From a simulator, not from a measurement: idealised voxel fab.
Process module name: voxel spacer lines
Each square cell in cross-section cut measures 5 nm, and the section as a whole is 210 nm wide.
A cross-section in this document is a grid of square cells, and it is written down as bands, the top band listed before the ones below it; a band is made up of one or more rows of cells.
Read a band's entry like this: the first values are the height of its top and the height of its bottom in nm, and what follows is the sequence of materials from left to right, each with its width in nm. Note that "air" is empty space, and that a single material marked "throughout" reaches across the band from edge to edge.
Height datum 0, below which the as-received substrate wafer is one material. Lowest band open at the bottom, running downward: "top 0, no bottom".
A width given as "30->40" starts at the first number in the band's top row and ends at the second number in its bottom row, shifting by an equal amount at every step from row to row.
Where a step carries "changes: none", the cross-section came out of it unchanged, cell for cell.
The entry titled "Fully closed voids" provides the empty spaces that have no open way to the top, restricted to those of 8 cells or more. Each is presented as width x height at distance, the distance being measured from the left edge, with all three in nm.
Anything after a step's settings on that line? It's the simulator's own note about the step.
overlay nm: how far to the right of its planned place the mask lay on this masked step (negative: to the left).
Pairs, read this way: before one process step on the one hand, after it on the other, the after cross-section ending at the lowest band that changed; the step between, settings included, beneath. Same starting wafer throughout, but possibly different runs of this module, so no pair continues from the pair above unless its entry headed "Pre-step condition" says so.

Pre-step condition
	top 95, bottom 55 = 55 nm resist / 25 nm air / 45 nm resist / 25 nm air / 60 nm resist
	top 55, bottom 25 = aC throughout
	top 25, bottom 5 = polySi throughout
	top 5, bottom 0 = Al2O3 throughout
	top 0, no bottom = Si throughout
	Fully closed voids: none

Post-Step Section View
	top 65, bottom 55 = 55 nm resist / 25 nm air / 45 nm resist / 25 nm air / 60 nm resist
	top 55, bottom 25 = 55 nm aC / 25 nm air / 45 nm aC / 25 nm air / 60 nm aC
	below 25: unchanged
	Fully closed voids: none
Intermediate step for the cross-sections above: DIRECTIONAL_ETCH | etch materials aC | depth nm 30

Pre-step condition: as shown after the step in the preceding pair, directly above.

Post-Step Section View
	top 55, bottom 25 = 55 nm aC / 25 nm air / 45 nm aC / 25 nm air / 60 nm aC
	below 25: unchanged
	Fully closed voids: none
Intermediate step for the cross-sections above: STRIP | etch materials resist

Pre-step condition: as shown after the step in the preceding pair, directly above.

Post-Step Section View
	top 65, bottom 55 = 65 nm SiN / 5 nm air / 65 nm SiN / 5 nm air / 70 nm SiN
	top 55, bottom 35 = 55 nm aC / 10 nm SiN / 5 nm air / 10 nm SiN / 45 nm aC / 10 nm SiN / 5 nm air / 10 nm SiN / 60 nm aC
	top 35, bottom 25 = 55 nm aC / 25 nm SiN / 45 nm aC / 25 nm SiN / 60 nm aC
	below 25: unchanged
	Fully closed voids: none
Intermediate step for the cross-sections above: CONFORMAL_DEP | material SiN | thk nm 10

Pre-step condition: as shown after the step in the preceding pair, directly above.

Post-Step Section View
	top 55, bottom 25 = 55 nm aC / 10 nm SiN / 5 nm air / 10 nm SiN / 45 nm aC / 10 nm SiN / 5 nm air / 10 nm SiN / 60 nm aC
	below 25: unchanged
	Fully closed voids: none
Intermediate step for the cross-sections above: DIRECTIONAL_ETCH | etch materials SiN | depth nm 10

Pre-step condition: as shown after the step in the preceding pair, directly above.

Post-Step Section View
	top 55, bottom 25 = 55 nm air / 10 nm SiN / 5 nm air / 10 nm SiN / 45 nm air / 10 nm SiN / 5 nm air / 10 nm SiN / 60 nm air
	below 25: unchanged
	Fully closed voids: none
Intermediate step for the cross-sections above: STRIP | etch materials aC

Pre-step condition: as shown after the step in the preceding pair, directly above.

Post-Step Section View
	top 55, bottom 25 = 55 nm air / 10 nm SiN / 5 nm air / 10 nm SiN / 45 nm air / 10 nm SiN / 5 nm air / 10 nm SiN / 60 nm air
	top 25, bottom 5 = 55 nm air / 10 nm polySi / 5 nm air / 10 nm polySi / 45 nm air / 10 nm polySi / 5 nm air / 10 nm polySi / 60 nm air
	below 5: unchanged
	Fully closed voids: none
Intermediate step for the cross-sections above: DIRECTIONAL_ETCH | etch materials polySi | depth nm 20

Pre-step condition: as shown after the step in the preceding pair, directly above.

Post-Step Section View
	top 25, bottom 5 = 55 nm air / 10 nm polySi / 5 nm air / 10 nm polySi / 45 nm air / 10 nm polySi / 5 nm air / 10 nm polySi / 60 nm air
	below 5: unchanged
	Fully closed voids: none
Intermediate step for the cross-sections above: STRIP | etch materials SiN

Pre-step condition: as shown after the step in the preceding pair, directly above.

Post-Step Section View
	top 30, bottom 25 = SiO2 throughout
	top 25, bottom 5 = 55 nm SiO2 / 10 nm polySi / 5 nm SiO2 / 10 nm polySi / 45 nm SiO2 / 10 nm polySi / 5 nm SiO2 / 10 nm polySi / 60 nm SiO2
	below 5: unchanged
	Fully closed voids: none
Intermediate step for the cross-sections above: FILL_DEP | material SiO2 | thk nm 5

Pre-step condition: as shown after the step in the preceding pair, directly above.

Post-Step Section View
	top 25, bottom 5 = 55 nm SiO2 / 10 nm polySi / 5 nm SiO2 / 10 nm polySi / 45 nm SiO2 / 10 nm polySi / 5 nm SiO2 / 10 nm polySi / 60 nm SiO2
	below 5: unchanged
	Fully closed voids: none
Intermediate step for the cross-sections above: CMP | height nm 25
